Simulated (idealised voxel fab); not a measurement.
Process module under the name voxel released beams
We display cut, a cross-section 165 nm in width whose square cells are each 5 nm.
In this document a cross-section is written as a grid of square cells. It is given as a series of bands, listed from the top down, and a band is one or more rows of cells.
The entry gives the band's vertical extent as a top height and a bottom height in nm, then its horizontal make-up as materials from left to right, each with a width in nm. "air" stands for empty space; a single material marked "all across" fills the band edge to edge.
Heights are expressed relative to 0, this being the level below which the as-received wafer comprises one material exclusively. The lowest band is unbounded in the downward direction and is denoted as in "0 down".
When a width is written as two numbers, as in "30->40", the first number is the width in the top row of cells of the band and the second is the width in its bottom row, and the width changes by the same amount from each row to the next.
What does "no change" mean for a step? It means no cell of the cross-section changed in that step.
The entry "Voids, sealed" lists the empty spaces that cover at least 8 cells and have no open path to the top. Each is written as width x height at distance, where the distance is measured from the left edge and all three values are in nm.
That trailing text on a step's line, after the settings, is the simulator's own remark on the step.
overlay nm: mask offset rightward from planned place, masked step; negative means leftward offset.

Steps planned for the process
1 RECEIVE | material Si
2 CONFORMAL_DEP | material Al2O3 | thk nm 10
3 DIRECTIONAL_DEP | material SiO2 | thk nm 15
4 PATTERN | tone open | mask id ANCHOR | material resist | width nm 30 | thk nm 15 | overlay nm 0
5 DIRECTIONAL_ETCH | etch materials SiO2 | depth nm 15
6 STRIP | etch materials resist
7 CONFORMAL_DEP | material W | thk nm 10
8 PATTERN | tone cover | mask id BEAM | material resist | width nm 110 | thk nm 20 | overlay nm 0
9 DIRECTIONAL_ETCH | etch materials W | depth nm 10
10 STRIP | etch materials resist
11 STRIP | etch materials SiO2

Step 1 complete: cross-section of the wafer as received
* 0 down  Si all across
* Voids, sealed: none

Cross-section, end of module. Start: as above. Plan: as above. Execution: one mistake
* 35 to 25  25 of air, then 110 of W, then 30 of air
* 25 to 15  Al2O3 all across
* 15 to 0  SiO2 all across
* 0 down  Si all across
* Voids, sealed: none
Against the plan, the run slipped here: a sequencing error occurred in which plan steps 2 and 3 were transposed
